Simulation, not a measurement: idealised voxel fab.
Module name: voxel gate over fins (process module)
The cross-section on display is named cut; it measures 285 nm wide, and its cells are 5 nm squares.
Cross-section format: a grid of square cells, given as bands from top to bottom; each band is one or more rows of cells.
Band: top height; bottom height; in nm. Then, left to right: material with width in nm, for each material. "full width": a single material spanning edge to edge. "air": empty space.
Height datum 0, below which the as-received substrate wafer is one material. Lowest band open at the bottom, running downward: "0 down".
Think of "30..40" as a width that walks from the first number to the second as you go down the band, top row to bottom row, taking equal-sized steps from row to row.
No cell of the cross-section changed in a step that is given as "no change".
The entry "Trapped void list" lists the empty spaces that cover at least 8 cells and have no open path to the top. Each is written as width x height at distance, where the distance is measured from the left edge and all three values are in nm.
Formally, on a step line, whatever follows the settings is a remark that the simulator itself makes on the step.
Regarding "overlay nm": on a step with a mask, it is the distance the mask lay to the right of its planned place; a negative value places it to the left.
Below you will find pairs of cross-sections. In each, one shows the wafer before one process step and the other after it, with the after view ending at the lowest band that changed. Under each pair is the step separating them, along with its settings. Do not assume the pairs form a chain: they can come from different runs of this module on the same starting wafer, and a pair continues from the pair above it only when its "Prior state" entry says so.

-- Prior state
- 0 down = Si full width
- Trapped void list: none

-- Sectional View, Post-Process
- 5 to 0 = SiN full width
- For the remainder of the cross-section, below 0, there is no change.
- Trapped void list: none
Between before and after, shown above: CONFORMAL_DEP,material SiN,thk nm 5

Prior state: The structure entering this step is exactly what the pair just above shows after its step.

-- Sectional View, Post-Process
- 5 to 0 = air 50, SiN 15, air 40, SiN 15, air 40, SiN 15, air 40, SiN 15, air 55
- For the remainder of the cross-section, below 0, there is no change.
- Trapped void list: none
Between before and after, shown above: MASKED_ETCH,tone cover,mask id FINS,width nm 15,pitch nm 55,etch materials SiN,depth nm 5,overlay nm 0

Prior state: The structure entering this step is exactly what the pair just above shows after its step.

-- Sectional View, Post-Process
- 5 to 0 = air 50, SiN 15, air 40, SiN 15, air 40, SiN 15, air 40, SiN 15, air 55
- 0 to -40 = air 50, Si 15, air 40, Si 15, air 40, Si 15, air 40, Si 15, air 55
- For the remainder of the cross-section, below -40, there is no change.
- Trapped void list: none
Between before and after, shown above: MASKED_ETCH,tone cover,mask id FINS,width nm 15,pitch nm 55,etch materials Si,depth nm 40,overlay nm 0

Prior state: The structure entering this step is exactly what the pair just above shows after its step.

-- Sectional View, Post-Process
- 5 to 0 = air 50, SiN 15, air 40, SiN 15, air 40, SiN 15, air 40, SiN 15, air 55
- 0 to -40 = air 50, SiO2 5, Si 5, SiO2 5, air 40, SiO2 5, Si 5, SiO2 5, air 40, SiO2 5, Si 5, SiO2 5, air 40, SiO2 5, Si 5, SiO2 5, air 55
- -40 to -45 = SiO2 55, Si 5, SiO2 50, Si 5, SiO2 50, Si 5, SiO2 50, Si 5, SiO2 60
- For the remainder of the cross-section, below -45, there is no change.
- Trapped void list: none
Between before and after, shown above: OXIDIZE,depth nm 5

Prior state: The structure entering this step is exactly what the pair just above shows after its step.

-- Sectional View, Post-Process
- 20 to 5 = SiO2 full width
- 5 to 0 = SiO2 50, SiN 15, SiO2 40, SiN 15, SiO2 40, SiN 15, SiO2 40, SiN 15, SiO2 55
- 0 to -45 = SiO2 55, Si 5, SiO2 50, Si 5, SiO2 50, Si 5, SiO2 50, Si 5, SiO2 60
- For the remainder of the cross-section, below -45, there is no change.
- Trapped void list: none
Between before and after, shown above: FILL_DEP,material SiO2,thk nm 15

Prior state: The structure entering this step is exactly what the pair just above shows after its step.

-- Sectional View, Post-Process
- 5 to 0 = SiO2 50, SiN 15, SiO2 40, SiN 15, SiO2 40, SiN 15, SiO2 40, SiN 15, SiO2 55
- For the remainder of the cross-section, below 0, there is no change.
- Trapped void list: none
Between before and after, shown above: CMP,height nm 5

Prior state: The structure entering this step is exactly what the pair just above shows after its step.

-- Sectional View, Post-Process
- 5 to 0 = SiO2 50, SiN 15, SiO2 10, air 15, SiO2 15, SiN 15, SiO2 40, SiN 15, SiO2 40, SiN 15, SiO2 55
- 0 to -35 = SiO2 55, Si 5, SiO2 15, air 15, SiO2 20, Si 5, SiO2 50, Si 5, SiO2 50, Si 5, SiO2 60
- For the remainder of the cross-section, below -35, there is no change.
- Trapped void list: none
Between before and after, shown above: MASKED_ETCH,tone open,mask id RAIL,width nm 15,etch materials SiO2,depth nm 40,overlay nm 0

Prior state: The structure entering this step is exactly what the pair just above shows after its step.

-- Sectional View, Post-Process
- 10 to 5 = TiN 80, air 5, TiN 200
- 5 to 0 = SiO2 50, SiN 15, SiO2 10, TiN 5, air 5, TiN 5, SiO2 15, SiN 15, SiO2 40, SiN 15, SiO2 40, SiN 15, SiO2 55
- 0 to -30 = SiO2 55, Si 5, SiO2 15, TiN 5, air 5, TiN 5, SiO2 20, Si 5, SiO2 50, Si 5, SiO2 50, Si 5, SiO2 60
- -30 to -35 = SiO2 55, Si 5, SiO2 15, TiN 15, SiO2 20, Si 5, SiO2 50, Si 5, SiO2 50, Si 5, SiO2 60
- For the remainder of the cross-section, below -35, there is no change.
- Trapped void list: none
Between before and after, shown above: CONFORMAL_DEP,material TiN,thk nm 5

Prior state: The structure entering this step is exactly what the pair just above shows after its step.

-- Sectional View, Post-Process
- 15 to 10 = W full width
- 10 to 5 = TiN 80, W 5, TiN 200
- 5 to 0 = SiO2 50, SiN 15, SiO2 10, TiN 5, W 5, TiN 5, SiO2 15, SiN 15, SiO2 40, SiN 15, SiO2 40, SiN 15, SiO2 55
- 0 to -30 = SiO2 55, Si 5, SiO2 15, TiN 5, W 5, TiN 5, SiO2 20, Si 5, SiO2 50, Si 5, SiO2 50, Si 5, SiO2 60
- For the remainder of the cross-section, below -30, there is no change.
- Trapped void list: none
Between before and after, shown above: FILL_DEP,material W,thk nm 5

Prior state: The structure entering this step is exactly what the pair just above shows after its step.

-- Sectional View, Post-Process
- 5 to 0 = SiO2 50, SiN 15, SiO2 10, TiN 5, W 5, TiN 5, SiO2 15, SiN 15, SiO2 40, SiN 15, SiO2 40, SiN 15, SiO2 55
- For the remainder of the cross-section, below 0, there is no change.
- Trapped void list: none
Between before and after, shown above: CMP,height nm 5

Prior state: The structure entering this step is exactly what the pair just above shows after its step.

-- Sectional View, Post-Process
- 5 to 0 = SiO2 50, SiN 15, SiO2 10, air 15, SiO2 15, SiN 15, SiO2 40, SiN 15, SiO2 40, SiN 15, SiO2 55
- 0 to -20 = SiO2 55, Si 5, SiO2 15, air 15, SiO2 20, Si 5, SiO2 50, Si 5, SiO2 50, Si 5, SiO2 60
- For the remainder of the cross-section, below -20, there is no change.
- Trapped void list: none
Between before and after, shown above: SELECTIVE_ETCH,etch materials W Ru TiN,depth nm 25

Prior state: The structure entering this step is exactly what the pair just above shows after its step.

-- Sectional View, Post-Process
- 10 to 5 = SiO2 full width
- 5 to 0 = SiO2 50, SiN 15, SiO2 40, SiN 15, SiO2 40, SiN 15, SiO2 40, SiN 15, SiO2 55
- 0 to -20 = SiO2 55, Si 5, SiO2 50, Si 5, SiO2 50, Si 5, SiO2 50, Si 5, SiO2 60
- For the remainder of the cross-section, below -20, there is no change.
- Trapped void list: none
Between before and after, shown above: FILL_DEP,material SiO2,thk nm 5

Prior state: The structure entering this step is exactly what the pair just above shows after its step.

-- Sectional View, Post-Process
- 5 to 0 = SiO2 50, SiN 15, SiO2 40, SiN 15, SiO2 40, SiN 15, SiO2 40, SiN 15, SiO2 55
- For the remainder of the cross-section, below 0, there is no change.
- Trapped void list: none
Between before and after, shown above: CMP,height nm 5

Prior state: The structure entering this step is exactly what the pair just above shows after its step.

-- Sectional View, Post-Process
- 5 to 0 = air 50, SiN 15, air 40, SiN 15, air 40, SiN 15, air 40, SiN 15, air 55
- 0 to -15 = air 55, Si 5, air 50, Si 5, air 50, Si 5, air 50, Si 5, air 60
- For the remainder of the cross-section, below -15, there is no change.
- Trapped void list: none
Between before and after, shown above: SELECTIVE_ETCH,etch materials SiO2,depth nm 20

Prior state: The structure entering this step is exactly what the pair just above shows after its step.

-- Sectional View, Post-Process
- 0 to -15 = air 55, Si 5, air 50, Si 5, air 50, Si 5, air 50, Si 5, air 60
- For the remainder of the cross-section, below -15, there is no change.
- Trapped void list: none
Between before and after, shown above: STRIP,etch materials SiN

Prior state: The structure entering this step is exactly what the pair just above shows after its step.

-- Sectional View, Post-Process
- 5 to 0 = air 50, HfO2 15, air 40, HfO2 15, air 40, HfO2 15, air 40, HfO2 15, air 55
- 0 to -10 = air 50, HfO2 5, Si 5, HfO2 5, air 40, HfO2 5, Si 5, HfO2 5, air 40, HfO2 5, Si 5, HfO2 5, air 40, HfO2 5, Si 5, HfO2 5, air 55
- -10 to -15 = HfO2 55, Si 5, HfO2 50, Si 5, HfO2 50, Si 5, HfO2 50, Si 5, HfO2 60
- For the remainder of the cross-section, below -15, there is no change.
- Trapped void list: none
Between before and after, shown above: CONFORMAL_DEP,material HfO2,thk nm 5

Prior state: The structure entering this step is exactly what the pair just above shows after its step.

-- Sectional View, Post-Process
- 10 to 5 = air 45, TiN 25, air 30, TiN 25, air 30, TiN 25, air 30, TiN 25, air 50
- 5 to 0 = air 45, TiN 5, HfO2 15, TiN 5, air 30, TiN 5, HfO2 15, TiN 5, air 30, TiN 5, HfO2 15, TiN 5, air 30, TiN 5, HfO2 15, TiN 5, air 50
- 0 to -5 = air 45, TiN 5, HfO2 5, Si 5, HfO2 5, TiN 5, air 30, TiN 5, HfO2 5, Si 5, HfO2 5, TiN 5, air 30, TiN 5, HfO2 5, Si 5, HfO2 5, TiN 5, air 30, TiN 5, HfO2 5, Si 5, HfO2 5, TiN 5, air 50
- -5 to -10 = TiN 50, HfO2 5, Si 5, HfO2 5, TiN 40, HfO2 5, Si 5, HfO2 5, TiN 40, HfO2 5, Si 5, HfO2 5, TiN 40, HfO2 5, Si 5, HfO2 5, TiN 55
- For the remainder of the cross-section, below -10, there is no change.
- Trapped void list: none
Between before and after, shown above: CONFORMAL_DEP,material TiN,thk nm 5

Prior state: The structure entering this step is exactly what the pair just above shows after its step.

-- Sectional View, Post-Process
- 25 to 10 = W full width
- 10 to 5 = W 45, TiN 25, W 30, TiN 25, W 30, TiN 25, W 30, TiN 25, W 50
- 5 to 0 = W 45, TiN 5, HfO2 15, TiN 5, W 30, TiN 5, HfO2 15, TiN 5, W 30, TiN 5, HfO2 15, TiN 5, W 30, TiN 5, HfO2 15, TiN 5, W 50
- 0 to -5 = W 45, TiN 5, HfO2 5, Si 5, HfO2 5, TiN 5, W 30, TiN 5, HfO2 5, Si 5, HfO2 5, TiN 5, W 30, TiN 5, HfO2 5, Si 5, HfO2 5, TiN 5, W 30, TiN 5, HfO2 5, Si 5, HfO2 5, TiN 5, W 50
- For the remainder of the cross-section, below -5, there is no change.
- Trapped void list: none
Between before and after, shown above: FILL_DEP,material W,thk nm 15

Prior state: The structure entering this step is exactly what the pair just above shows after its step.

-- Sectional View, Post-Process
- 20 to 10 = W full width
- For the remainder of the cross-section, below 10, there is no change.
- Trapped void list: none
Between before and after, shown above: CMP,height nm 20

Prior state: The structure entering this step is exactly what the pair just above shows after its step.

-- Sectional View, Post-Process
- 25 to 20 = SiCN full width
- For the remainder of the cross-section, below 20, there is no change.
- Trapped void list: none
Between before and after, shown above: CONFORMAL_DEP,material SiCN,thk nm 5

-- Prior state
- 0 down = Si full width
- Trapped void list: none

-- Sectional View, Post-Process
- 0 to -40 = air 50, Si 15, air 40, Si 15, air 40, Si 15, air 40, Si 15, air 55
- For the remainder of the cross-section, below -40, there is no change.
- Trapped void list: none
Between before and after, shown above: MASKED_ETCH,tone cover,mask id FINS,width nm 15,pitch nm 55,etch materials Si,depth nm 40,overlay nm 0

Prior state: The structure entering this step is exactly what the pair just above shows after its step.

-- Sectional View, Post-Process
- 0 to -5 = air 50, SiO2 15, air 40, SiO2 15, air 40, SiO2 15, air 40, SiO2 15, air 55
- -5 to -40 = air 50, SiO2 5, Si 5, SiO2 5, air 40, SiO2 5, Si 5, SiO2 5, air 40, SiO2 5, Si 5, SiO2 5, air 40, SiO2 5, Si 5, SiO2 5, air 55
- -40 to -45 = SiO2 55, Si 5, SiO2 50, Si 5, SiO2 50, Si 5, SiO2 50, Si 5, SiO2 60
- For the remainder of the cross-section, below -45, there is no change.
- Trapped void list: none
Between before and after, shown above: OXIDIZE,depth nm 5

Prior state: The structure entering this step is exactly what the pair just above shows after its step.

-- Sectional View, Post-Process
- 15 to -5 = SiO2 full width
- -5 to -45 = SiO2 55, Si 5, SiO2 50, Si 5, SiO2 50, Si 5, SiO2 50, Si 5, SiO2 60
- For the remainder of the cross-section, below -45, there is no change.
- Trapped void list: none
Between before and after, shown above: FILL_DEP,material SiO2,thk nm 15

Prior state: The structure entering this step is exactly what the pair just above shows after its step.

-- Sectional View, Post-Process
- 5 to -5 = SiO2 full width
- For the remainder of the cross-section, below -5, there is no change.
- Trapped void list: none
Between before and after, shown above: CMP,height nm 5

Prior state: The structure entering this step is exactly what the pair just above shows after its step.

-- Sectional View, Post-Process
- 5 to -5 = SiO2 75, air 15, SiO2 195
- -5 to -35 = SiO2 55, Si 5, SiO2 15, air 15, SiO2 20, Si 5, SiO2 50, Si 5, SiO2 50, Si 5, SiO2 60
- For the remainder of the cross-section, below -35, there is no change.
- Trapped void list: none
Between before and after, shown above: MASKED_ETCH,tone open,mask id RAIL,width nm 15,etch materials SiO2,depth nm 40,overlay nm 0

Prior state: The structure entering this step is exactly what the pair just above shows after its step.

-- Sectional View, Post-Process
- 10 to 5 = TiN 80, air 5, TiN 200
- 5 to -5 = SiO2 75, TiN 5, air 5, TiN 5, SiO2 195
- -5 to -30 = SiO2 55, Si 5, SiO2 15, TiN 5, air 5, TiN 5, SiO2 20, Si 5, SiO2 50, Si 5, SiO2 50, Si 5, SiO2 60
- -30 to -35 = SiO2 55, Si 5, SiO2 15, TiN 15, SiO2 20, Si 5, SiO2 50, Si 5, SiO2 50, Si 5, SiO2 60
- For the remainder of the cross-section, below -35, there is no change.
- Trapped void list: none
Between before and after, shown above: CONFORMAL_DEP,material TiN,thk nm 5

Prior state: The structure entering this step is exactly what the pair just above shows after its step.

-- Sectional View, Post-Process
- 15 to 10 = W full width
- 10 to 5 = TiN 80, W 5, TiN 200
- 5 to -5 = SiO2 75, TiN 5, W 5, TiN 5, SiO2 195
- -5 to -30 = SiO2 55, Si 5, SiO2 15, TiN 5, W 5, TiN 5, SiO2 20, Si 5, SiO2 50, Si 5, SiO2 50, Si 5, SiO2 60
- For the remainder of the cross-section, below -30, there is no change.
- Trapped void list: none
Between before and after, shown above: FILL_DEP,material W,thk nm 5

Prior state: The structure entering this step is exactly what the pair just above shows after its step.

-- Sectional View, Post-Process
- 5 to -5 = SiO2 75, TiN 5, W 5, TiN 5, SiO2 195
- For the remainder of the cross-section, below -5, there is no change.
- Trapped void list: none
Between before and after, shown above: CMP,height nm 5

Prior state: The structure entering this step is exactly what the pair just above shows after its step.

-- Sectional View, Post-Process
- 5 to -5 = SiO2 75, air 15, SiO2 195
- -5 to -20 = SiO2 55, Si 5, SiO2 15, air 15, SiO2 20, Si 5, SiO2 50, Si 5, SiO2 50, Si 5, SiO2 60
- For the remainder of the cross-section, below -20, there is no change.
- Trapped void list: none
Between before and after, shown above: SELECTIVE_ETCH,etch materials W Ru TiN,depth nm 25

Prior state: The structure entering this step is exactly what the pair just above shows after its step.

-- Sectional View, Post-Process
- 10 to -5 = SiO2 full width
- -5 to -20 = SiO2 55, Si 5, SiO2 50, Si 5, SiO2 50, Si 5, SiO2 50, Si 5, SiO2 60
- For the remainder of the cross-section, below -20, there is no change.
- Trapped void list: none
Between before and after, shown above: FILL_DEP,material SiO2,thk nm 5

Prior state: The structure entering this step is exactly what the pair just above shows after its step.

-- Sectional View, Post-Process
- 5 to -5 = SiO2 full width
- For the remainder of the cross-section, below -5, there is no change.
- Trapped void list: none
Between before and after, shown above: CMP,height nm 5

Prior state: The structure entering this step is exactly what the pair just above shows after its step.

-- Sectional View, Post-Process
- -5 to -15 = air 55, Si 5, air 50, Si 5, air 50, Si 5, air 50, Si 5, air 60
- For the remainder of the cross-section, below -15, there is no change.
- Trapped void list: none
Between before and after, shown above: SELECTIVE_ETCH,etch materials SiO2,depth nm 20

Prior state: The structure entering this step is exactly what the pair just above shows after its step.

-- Sectional View, Post-Process
- 0 to -5 = air 50, HfO2 15, air 40, HfO2 15, air 40, HfO2 15, air 40, HfO2 15, air 55
- -5 to -10 = air 50, HfO2 5, Si 5, HfO2 5, air 40, HfO2 5, Si 5, HfO2 5, air 40, HfO2 5, Si 5, HfO2 5, air 40, HfO2 5, Si 5, HfO2 5, air 55
- -10 to -15 = HfO2 55, Si 5, HfO2 50, Si 5, HfO2 50, Si 5, HfO2 50, Si 5, HfO2 60
- For the remainder of the cross-section, below -15, there is no change.
- Trapped void list: none
Between before and after, shown above: CONFORMAL_DEP,material HfO2,thk nm 5

Prior state: The structure entering this step is exactly what the pair just above shows after its step.

-- Sectional View, Post-Process
- 5 to 0 = air 45, TiN 25, air 30, TiN 25, air 30, TiN 25, air 30, TiN 25, air 50
- 0 to -5 = air 45, TiN 5, HfO2 15, TiN 5, air 30, TiN 5, HfO2 15, TiN 5, air 30, TiN 5, HfO2 15, TiN 5, air 30, TiN 5, HfO2 15, TiN 5, air 50
- -5 to -10 = TiN 50, HfO2 5, Si 5, HfO2 5, TiN 40, HfO2 5, Si 5, HfO2 5, TiN 40, HfO2 5, Si 5, HfO2 5, TiN 40, HfO2 5, Si 5, HfO2 5, TiN 55
- For the remainder of the cross-section, below -10, there is no change.
- Trapped void list: none
Between before and after, shown above: CONFORMAL_DEP,material TiN,thk nm 5

Prior state: The structure entering this step is exactly what the pair just above shows after its step.

-- Sectional View, Post-Process
- 20 to 5 = W full width
- 5 to 0 = W 45, TiN 25, W 30, TiN 25, W 30, TiN 25, W 30, TiN 25, W 50
- 0 to -5 = W 45, TiN 5, HfO2 15, TiN 5, W 30, TiN 5, HfO2 15, TiN 5, W 30, TiN 5, HfO2 15, TiN 5, W 30, TiN 5, HfO2 15, TiN 5, W 50
- For the remainder of the cross-section, below -5, there is no change.
- Trapped void list: none
Between before and after, shown above: FILL_DEP,material W,thk nm 15

Prior state: The structure entering this step is exactly what the pair just above shows after its step.

-- Sectional View, Post-Process
- 25 to 20 = SiCN full width
- For the remainder of the cross-section, below 20, there is no change.
- Trapped void list: none
Between before and after, shown above: CONFORMAL_DEP,material SiCN,thk nm 5

-- Prior state
- 5 to 0 = air 50, SiN 15, air 40, SiN 15, air 40, SiN 15, air 40, SiN 15, air 55
- 0 to -15 = air 55, Si 5, air 50, Si 5, air 50, Si 5, air 50, Si 5, air 60
- -15 to -20 = SiO2 55, Si 5, SiO2 50, Si 5, SiO2 50, Si 5, SiO2 50, Si 5, SiO2 60
- -20 to -30 = SiO2 55, Si 5, SiO2 15, TiN 5, W 5, TiN 5, SiO2 20, Si 5, SiO2 50, Si 5, SiO2 50, Si 5, SiO2 60
- -30 to -35 = SiO2 55, Si 5, SiO2 15, TiN 15, SiO2 20, Si 5, SiO2 50, Si 5, SiO2 50, Si 5, SiO2 60
- -35 to -45 = SiO2 55, Si 5, SiO2 50, Si 5, SiO2 50, Si 5, SiO2 50, Si 5, SiO2 60
- -45 down = Si full width
- Trapped void list: none

-- Sectional View, Post-Process
- 5 to 0 = air 50, SiN 15, air 40, SiN 15, air 40, SiN 15, air 40, SiN 15, air 55
- 0 to -20 = air 55, Si 5, air 50, Si 5, air 50, Si 5, air 50, Si 5, air 60
- -20 to -30 = air 55, Si 5, air 15, TiN 5, W 5, TiN 5, air 20, Si 5, air 50, Si 5, air 50, Si 5, air 60
- -30 to -35 = air 55, Si 5, air 15, TiN 15, air 20, Si 5, air 50, Si 5, air 50, Si 5, air 60
- For the remainder of the cross-section, below -35, there is no change.
- Trapped void list: none
Between before and after, shown above: SELECTIVE_ETCH,etch materials SiO2,depth nm 20

Prior state: The structure entering this step is exactly what the pair just above shows after its step.

-- Sectional View, Post-Process
- 0 to -20 = air 55, Si 5, air 50, Si 5, air 50, Si 5, air 50, Si 5, air 60
- For the remainder of the cross-section, below -20, there is no change.
- Trapped void list: none
Between before and after, shown above: STRIP,etch materials SiN

Prior state: The structure entering this step is exactly what the pair just above shows after its step.

-- Sectional View, Post-Process
- 5 to 0 = air 50, HfO2 15, air 40, HfO2 15, air 40, HfO2 15, air 40, HfO2 15, air 55
- 0 to -15 = air 50, HfO2 5, Si 5, HfO2 5, air 40, HfO2 5, Si 5, HfO2 5, air 40, HfO2 5, Si 5, HfO2 5, air 40, HfO2 5, Si 5, HfO2 5, air 55
- -15 to -20 = air 50, HfO2 5, Si 5, HfO2 5, air 5, HfO2 25, air 10, HfO2 5, Si 5, HfO2 5, air 40, HfO2 5, Si 5, HfO2 5, air 40, HfO2 5, Si 5, HfO2 5, air 55
- -20 to -30 = air 50, HfO2 5, Si 5, HfO2 5, air 5, HfO2 5, TiN 5, W 5, TiN 5, HfO2 5, air 10, HfO2 5, Si 5, HfO2 5, air 40, HfO2 5, Si 5, HfO2 5, air 40, HfO2 5, Si 5, HfO2 5, air 55
- -30 to -35 = HfO2 55, Si 5, HfO2 15, TiN 15, HfO2 20, Si 5, HfO2 50, Si 5, HfO2 50, Si 5, HfO2 60
- For the remainder of the cross-section, below -35, there is no change.
- Trapped void list: none
Between before and after, shown above: CONFORMAL_DEP,material HfO2,thk nm 5

Prior state: The structure entering this step is exactly what the pair just above shows after its step.

-- Sectional View, Post-Process
- 10 to 5 = air 45, TiN 25, air 30, TiN 25, air 30, TiN 25, air 30, TiN 25, air 50
- 5 to 0 = air 45, TiN 5, HfO2 15, TiN 5, air 30, TiN 5, HfO2 15, TiN 5, air 30, TiN 5, HfO2 15, TiN 5, air 30, TiN 5, HfO2 15, TiN 5, air 50
- 0 to -10 = air 45, TiN 5, HfO2 5, Si 5, HfO2 5, TiN 5, air 30, TiN 5, HfO2 5, Si 5, HfO2 5, TiN 5, air 30, TiN 5, HfO2 5, Si 5, HfO2 5, TiN 5, air 30, TiN 5, HfO2 5, Si 5, HfO2 5, TiN 5, air 50
- -10 to -15 = air 45, TiN 5, HfO2 5, Si 5, HfO2 5, TiN 40, HfO2 5, Si 5, HfO2 5, TiN 5, air 30, TiN 5, HfO2 5, Si 5, HfO2 5, TiN 5, air 30, TiN 5, HfO2 5, Si 5, HfO2 5, TiN 5, air 50
- -15 to -20 = air 45, TiN 5, HfO2 5, Si 5, HfO2 5, TiN 5, HfO2 25, TiN 10, HfO2 5, Si 5, HfO2 5, TiN 5, air 30, TiN 5, HfO2 5, Si 5, HfO2 5, TiN 5, air 30, TiN 5, HfO2 5, Si 5, HfO2 5, TiN 5, air 50
- -20 to -25 = air 45, TiN 5, HfO2 5, Si 5, HfO2 5, TiN 5, HfO2 5, TiN 5, W 5, TiN 5, HfO2 5, TiN 10, HfO2 5, Si 5, HfO2 5, TiN 5, air 30, TiN 5, HfO2 5, Si 5, HfO2 5, TiN 5, air 30, TiN 5, HfO2 5, Si 5, HfO2 5, TiN 5, air 50
- -25 to -30 = TiN 50, HfO2 5, Si 5, HfO2 5, TiN 5, HfO2 5, TiN 5, W 5, TiN 5, HfO2 5, TiN 10, HfO2 5, Si 5, HfO2 5, TiN 40, HfO2 5, Si 5, HfO2 5, TiN 40, HfO2 5, Si 5, HfO2 5, TiN 55
- For the remainder of the cross-section, below -30, there is no change.
- Trapped void list: none
Between before and after, shown above: CONFORMAL_DEP,material TiN,thk nm 5

Prior state: The structure entering this step is exactly what the pair just above shows after its step.

-- Sectional View, Post-Process
- 25 to 10 = W full width
- 10 to 5 = W 45, TiN 25, W 30, TiN 25, W 30, TiN 25, W 30, TiN 25, W 50
- 5 to 0 = W 45, TiN 5, HfO2 15, TiN 5, W 30, TiN 5, HfO2 15, TiN 5, W 30, TiN 5, HfO2 15, TiN 5, W 30, TiN 5, HfO2 15, TiN 5, W 50
- 0 to -10 = W 45, TiN 5, HfO2 5, Si 5, HfO2 5, TiN 5, W 30, TiN 5, HfO2 5, Si 5, HfO2 5, TiN 5, W 30, TiN 5, HfO2 5, Si 5, HfO2 5, TiN 5, W 30, TiN 5, HfO2 5, Si 5, HfO2 5, TiN 5, W 50
- -10 to -15 = W 45, TiN 5, HfO2 5, Si 5, HfO2 5, TiN 40, HfO2 5, Si 5, HfO2 5, TiN 5, W 30, TiN 5, HfO2 5, Si 5, HfO2 5, TiN 5, W 30, TiN 5, HfO2 5, Si 5, HfO2 5, TiN 5, W 50
- -15 to -20 = W 45, TiN 5, HfO2 5, Si 5, HfO2 5, TiN 5, HfO2 25, TiN 10, HfO2 5, Si 5, HfO2 5, TiN 5, W 30, TiN 5, HfO2 5, Si 5, HfO2 5, TiN 5, W 30, TiN 5, HfO2 5, Si 5, HfO2 5, TiN 5, W 50
- -20 to -25 = W 45, TiN 5, HfO2 5, Si 5, HfO2 5, TiN 5, HfO2 5, TiN 5, W 5, TiN 5, HfO2 5, TiN 10, HfO2 5, Si 5, HfO2 5, TiN 5, W 30, TiN 5, HfO2 5, Si 5, HfO2 5, TiN 5, W 30, TiN 5, HfO2 5, Si 5, HfO2 5, TiN 5, W 50
- For the remainder of the cross-section, below -25, there is no change.
- Trapped void list: none
Between before and after, shown above: FILL_DEP,material W,thk nm 15

Prior state: The structure entering this step is exactly what the pair just above shows after its step.

-- Sectional View, Post-Process
- 20 to 10 = W full width
- For the remainder of the cross-section, below 10, there is no change.
- Trapped void list: none
Between before and after, shown above: CMP,height nm 20

Prior state: The structure entering this step is exactly what the pair just above shows after its step.

-- Sectional View, Post-Process
- 25 to 20 = SiCN full width
- For the remainder of the cross-section, below 20, there is no change.
- Trapped void list: none
Between before and after, shown above: CONFORMAL_DEP,material SiCN,thk nm 5

-- Prior state
- 0 to -15 = air 55, Si 5, air 50, Si 5, air 50, Si 5, air 50, Si 5, air 60
- -15 to -20 = SiO2 55, Si 5, SiO2 50, Si 5, SiO2 50, Si 5, SiO2 50, Si 5, SiO2 60
- -20 to -30 = SiO2 55, Si 5, SiO2 15, TiN 5, W 5, TiN 5, SiO2 20, Si 5, SiO2 50, Si 5, SiO2 50, Si 5, SiO2 60
- -30 to -35 = SiO2 55, Si 5, SiO2 15, TiN 15, SiO2 20, Si 5, SiO2 50, Si 5, SiO2 50, Si 5, SiO2 60
- -35 to -45 = SiO2 55, Si 5, SiO2 50, Si 5, SiO2 50, Si 5, SiO2 50, Si 5, SiO2 60
- -45 down = Si full width
- Trapped void list: none

-- Sectional View, Post-Process
- 5 to 0 = air 50, TiN 15, air 40, TiN 15, air 40, TiN 15, air 40, TiN 15, air 55
- 0 to -10 = air 50, TiN 5, Si 5, TiN 5, air 40, TiN 5, Si 5, TiN 5, air 40, TiN 5, Si 5, TiN 5, air 40, TiN 5, Si 5, TiN 5, air 55
- -10 to -15 = TiN 55, Si 5, TiN 50, Si 5, TiN 50, Si 5, TiN 50, Si 5, TiN 60
- For the remainder of the cross-section, below -15, there is no change.
- Trapped void list: none
Between before and after, shown above: CONFORMAL_DEP,material TiN,thk nm 5

Prior state: The structure entering this step is exactly what the pair just above shows after its step.

-- Sectional View, Post-Process
- 10 to 5 = air 45, HfO2 25, air 30, HfO2 25, air 30, HfO2 25, air 30, HfO2 25, air 50
- 5 to 0 = air 45, HfO2 5, TiN 15, HfO2 5, air 30, HfO2 5, TiN 15, HfO2 5, air 30, HfO2 5, TiN 15, HfO2 5, air 30, HfO2 5, TiN 15, HfO2 5, air 50
- 0 to -5 = air 45, HfO2 5, TiN 5, Si 5, TiN 5, HfO2 5, air 30, HfO2 5, TiN 5, Si 5, TiN 5, HfO2 5, air 30, HfO2 5, TiN 5, Si 5, TiN 5, HfO2 5, air 30, HfO2 5, TiN 5, Si 5, TiN 5, HfO2 5, air 50
- -5 to -10 = HfO2 50, TiN 5, Si 5, TiN 5, HfO2 40, TiN 5, Si 5, TiN 5, HfO2 40, TiN 5, Si 5, TiN 5, HfO2 40, TiN 5, Si 5, TiN 5, HfO2 55
- For the remainder of the cross-section, below -10, there is no change.
- Trapped void list: none
Between before and after, shown above: CONFORMAL_DEP,material HfO2,thk nm 5

Prior state: The structure entering this step is exactly what the pair just above shows after its step.

-- Sectional View, Post-Process
- 25 to 10 = W full width
- 10 to 5 = W 45, HfO2 25, W 30, HfO2 25, W 30, HfO2 25, W 30, HfO2 25, W 50
- 5 to 0 = W 45, HfO2 5, TiN 15, HfO2 5, W 30, HfO2 5, TiN 15, HfO2 5, W 30, HfO2 5, TiN 15, HfO2 5, W 30, HfO2 5, TiN 15, HfO2 5, W 50
- 0 to -5 = W 45, HfO2 5, TiN 5, Si 5, TiN 5, HfO2 5, W 30, HfO2 5, TiN 5, Si 5, TiN 5, HfO2 5, W 30, HfO2 5, TiN 5, Si 5, TiN 5, HfO2 5, W 30, HfO2 5, TiN 5, Si 5, TiN 5, HfO2 5, W 50
- For the remainder of the cross-section, below -5, there is no change.
- Trapped void list: none
Between before and after, shown above: FILL_DEP,material W,thk nm 15

Prior state: The structure entering this step is exactly what the pair just above shows after its step.

-- Sectional View, Post-Process
- 20 to 10 = W full width
- For the remainder of the cross-section, below 10, there is no change.
- Trapped void list: none
Between before and after, shown above: CMP,height nm 20

Prior state: The structure entering this step is exactly what the pair just above shows after its step.

-- Sectional View, Post-Process
- 25 to 20 = SiCN full width
- For the remainder of the cross-section, below 20, there is no change.
- Trapped void list: none
Between before and after, shown above: CONFORMAL_DEP,material SiCN,thk nm 5
